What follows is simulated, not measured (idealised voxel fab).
Process module under the name voxel wiring stack
Cross-section cut: width 260 nm, square cells of 5 nm.
Reading order for cross-sections: top band down to bottom band. Underlying form: a grid of square cells. Band size: one or more rows of cells.
Top, bottom (nm), then materials left to right with widths (nm); lone material tagged "everywhere" fills the whole band edge to edge; "empty" = empty space.
Zero point of the height axis is 0; under it, received wafer = one material. Lowest band: continues down indefinitely, "0 nm and below".
Per-row width for "30..40": begins at first number (top row of band), ends at second number (bottom row), increment between rows held constant.
"nothing different" after a step means that no cell of the cross-section changed.
For the entry "Internal closed voids", the listed items are empty spaces with no open way to the top whose size is 8 cells or more; each item follows the pattern width x height at distance, where distance is from the left edge and all three are in nm.
On a step's line, text after the settings is the simulator commenting on that step.
Regarding "overlay nm": on a step with a mask, it is the distance the mask lay to the right of its planned place; a negative value places it to the left.
-- This section lists the process steps that were planned
1,RECEIVE: material Si
2,CONFORMAL_DEP: material SiO2, thk nm 10
3,DIRECTIONAL_DEP: material TiN, thk nm 5
4,DIRECTIONAL_DEP: material Ru, thk nm 25
5,DIRECTIONAL_DEP: material aC, thk nm 10
6,PATTERN: tone cover, mask id METAL_1, material resist, width nm 20, pitch nm 50, thk nm 25, overlay nm 0
7,DIRECTIONAL_ETCH: etch materials aC, depth nm 10
8,STRIP: etch materials resist
9,DIRECTIONAL_ETCH: etch materials Ru, depth nm 25
10,DIRECTIONAL_ETCH: etch materials TiN, depth nm 5
11,STRIP: etch materials aC
12,CONFORMAL_DEP: material SiN, thk nm 5
13,FILL_DEP: material lowk, thk nm 10
14,CMP: height nm 40
15,CONFORMAL_DEP: material SiCN, thk nm 5
16,DIRECTIONAL_DEP: material lowk, thk nm 25
17,MASKED_ETCH: tone open, mask id METAL_2_HOLES, width nm 15, pitch nm 50, etch materials lowk, depth nm 25, overlay nm 0
18,PATTERN: tone open, mask id METAL_2, material resist, width nm 20, pitch nm 50, thk nm 20, overlay nm 0
19,DIRECTIONAL_ETCH: etch materials lowk, depth nm 15
20,DIRECTIONAL_ETCH: etch materials SiCN, depth nm 5
21,STRIP: etch materials resist
22,CONFORMAL_DEP: material TiN, thk nm 5
23,FILL_DEP: material Ru, thk nm 5
24,CMP: height nm 70
25,CONFORMAL_DEP: material SiCN, thk nm 5
26,DIRECTIONAL_DEP: material lowk, thk nm 35
27,PATTERN: tone open, mask id METAL_3, material resist, width nm 20, pitch nm 50, thk nm 20, overlay nm 0
28,DIRECTIONAL_ETCH: etch materials lowk, depth nm 20
29,STRIP: etch materials resist
30,MASKED_ETCH: tone open, mask id METAL_3_HOLES, width nm 15, pitch nm 50, etch materials lowk, depth nm 15, overlay nm 0
31,MASKED_ETCH: tone open, mask id METAL_3_HOLES, width nm 15, pitch nm 50, etch materials SiCN, depth nm 5, overlay nm 0
32,CONFORMAL_DEP: material TiN, thk nm 5
33,FILL_DEP: material Cu, thk nm 5
34,CMP: height nm 110
35,CONFORMAL_DEP: material SiCN, thk nm 5
-- Incoming wafer, cross-sectional view, post step 1
  0 nm and below: Si everywhere
  Internal closed voids: none
-- Here's the cross-section of the first of our two wafers at the end of the module - it ran as planned
  115 nm to 110 nm: SiCN everywhere
  110 nm to 95 nm: 45 of lowk, then 5 of TiN, then 10 of Cu, then 5 of TiN, then 30 of lowk, then 5 of TiN, then 10 of Cu, then 5 of TiN, then 30 of lowk, then 5 of TiN, then 10 of Cu, then 5 of TiN, then 30 of lowk, then 5 of TiN, then 10 of Cu, then 5 of TiN, then 45 of lowk
  95 nm to 90 nm: 45 of lowk, then 5 of TiN, then 5 of Cu, then 10 of TiN, then 30 of lowk, then 5 of TiN, then 5 of Cu, then 10 of TiN, then 30 of lowk, then 5 of TiN, then 5 of Cu, then 10 of TiN, then 30 of lowk, then 5 of TiN, then 5 of Cu, then 10 of TiN, then 45 of lowk
  90 nm to 75 nm: 45 of lowk, then 5 of TiN, then 5 of Cu, then 5 of TiN, then 35 of lowk, then 5 of TiN, then 5 of Cu, then 5 of TiN, then 35 of lowk, then 5 of TiN, then 5 of Cu, then 5 of TiN, then 35 of lowk, then 5 of TiN, then 5 of Cu, then 5 of TiN, then 50 of lowk
  75 nm to 70 nm: 45 of SiCN, then 15 of TiN, then 35 of SiCN, then 15 of TiN, then 35 of SiCN, then 15 of TiN, then 35 of SiCN, then 15 of TiN, then 50 of SiCN
  70 nm to 60 nm: 45 of lowk, then 5 of TiN, then 10 of Ru, then 5 of TiN, then 30 of lowk, then 5 of TiN, then 10 of Ru, then 5 of TiN, then 30 of lowk, then 5 of TiN, then 10 of Ru, then 5 of TiN, then 30 of lowk, then 5 of TiN, then 10 of Ru, then 5 of TiN, then 45 of lowk
  60 nm to 55 nm: 45 of lowk, then 5 of TiN, then 5 of Ru, then 10 of TiN, then 30 of lowk, then 5 of TiN, then 5 of Ru, then 10 of TiN, then 30 of lowk, then 5 of TiN, then 5 of Ru, then 10 of TiN, then 30 of lowk, then 5 of TiN, then 5 of Ru, then 10 of TiN, then 45 of lowk
  55 nm to 45 nm: 45 of lowk, then 5 of TiN, then 5 of Ru, then 5 of TiN, then 35 of lowk, then 5 of TiN, then 5 of Ru, then 5 of TiN, then 35 of lowk, then 5 of TiN, then 5 of Ru, then 5 of TiN, then 35 of lowk, then 5 of TiN, then 5 of Ru, then 5 of TiN, then 50 of lowk
  45 nm to 40 nm: 45 of SiCN, then 15 of TiN, then 35 of SiCN, then 15 of TiN, then 35 of SiCN, then 15 of TiN, then 35 of SiCN, then 15 of TiN, then 50 of SiCN
  40 nm to 15 nm: 40 of lowk, then 5 of SiN, then 20 of Ru, then 5 of SiN, then 20 of lowk, then 5 of SiN, then 20 of Ru, then 5 of SiN, then 20 of lowk, then 5 of SiN, then 20 of Ru, then 5 of SiN, then 20 of lowk, then 5 of SiN, then 20 of Ru, then 5 of SiN, then 40 of lowk
  15 nm to 10 nm: 45 of SiN, then 20 of TiN, then 30 of SiN, then 20 of TiN, then 30 of SiN, then 20 of TiN, then 30 of SiN, then 20 of TiN, then 45 of SiN
  10 nm to 0 nm: SiO2 everywhere
  0 nm and below: Si everywhere
  Internal closed voids: none
-- Wafer two, sectioned after the module: the first wafer's start, the first wafer's plan, and one mistake in how it was run
  115 nm to 110 nm: SiCN everywhere
  110 nm to 95 nm: 45 of lowk, then 5 of TiN, then 10 of Cu, then 5 of TiN, then 30 of lowk, then 5 of TiN, then 10 of Cu, then 5 of TiN, then 30 of lowk, then 5 of TiN, then 10 of Cu, then 5 of TiN, then 30 of lowk, then 5 of TiN, then 10 of Cu, then 5 of TiN, then 45 of lowk
  95 nm to 90 nm: 45 of lowk, then 5 of TiN, then 5 of Cu, then 10 of TiN, then 30 of lowk, then 5 of TiN, then 5 of Cu, then 10 of TiN, then 30 of lowk, then 5 of TiN, then 5 of Cu, then 10 of TiN, then 30 of lowk, then 5 of TiN, then 5 of Cu, then 10 of TiN, then 45 of lowk
  90 nm to 75 nm: 45 of lowk, then 5 of TiN, then 5 of Cu, then 5 of TiN, then 35 of lowk, then 5 of TiN, then 5 of Cu, then 5 of TiN, then 35 of lowk, then 5 of TiN, then 5 of Cu, then 5 of TiN, then 35 of lowk, then 5 of TiN, then 5 of Cu, then 5 of TiN, then 50 of lowk
  75 nm to 70 nm: 45 of SiCN, then 15 of TiN, then 35 of SiCN, then 15 of TiN, then 35 of SiCN, then 15 of TiN, then 35 of SiCN, then 15 of TiN, then 50 of SiCN
  70 nm to 60 nm: 35 of lowk, then 5 of TiN, then 20 of Ru, then 5 of TiN, then 20 of lowk, then 5 of TiN, then 20 of Ru, then 5 of TiN, then 20 of lowk, then 5 of TiN, then 20 of Ru, then 5 of TiN, then 20 of lowk, then 5 of TiN, then 20 of Ru, then 5 of TiN, then 45 of lowk
  60 nm to 50 nm: 35 of lowk, then 5 of TiN, then 5 of Ru, then 20..5 of TiN, then 20..35 of lowk, then 5 of TiN, then 5 of Ru, then 20..5 of TiN, then 20..35 of lowk, then 5 of TiN, then 5 of Ru, then 20..5 of TiN, then 20..35 of lowk, then 5 of TiN, then 5 of Ru, then 20..5 of TiN, then 45..60 of lowk
  50 nm to 45 nm: 35 of lowk, then 15 of TiN, then 35 of lowk, then 15 of TiN, then 35 of lowk, then 15 of TiN, then 35 of lowk, then 15 of TiN, then 60 of lowk
  45 nm to 40 nm: 45 of SiCN, then 5 of TiN, then 45 of SiCN, then 5 of TiN, then 45 of SiCN, then 5 of TiN, then 45 of SiCN, then 5 of TiN, then 60 of SiCN
  40 nm to 15 nm: 40 of lowk, then 5 of SiN, then 20 of Ru, then 5 of SiN, then 20 of lowk, then 5 of SiN, then 20 of Ru, then 5 of SiN, then 20 of lowk, then 5 of SiN, then 20 of Ru, then 5 of SiN, then 20 of lowk, then 5 of SiN, then 20 of Ru, then 5 of SiN, then 40 of lowk
  15 nm to 10 nm: 45 of SiN, then 20 of TiN, then 30 of SiN, then 20 of TiN, then 30 of SiN, then 20 of TiN, then 30 of SiN, then 20 of TiN, then 45 of SiN
  10 nm to 0 nm: SiO2 everywhere
  0 nm and below: Si everywhere
  Internal closed voids: none
Error vs. plan: it should be noted that step 17 was executed with settings other than those planned, the operation and settings actually applied being MASKED_ETCH: tone open, mask id METAL_2_HOLES, width nm 15, pitch nm 50, etch materials lowk, depth nm 25, overlay nm -10
The second wafer ends with more or fewer cells of some materials than the first, per final count: Ru: 12 more, SiCN: 8 more, TiN: 4 more, lowk: 24 fewer
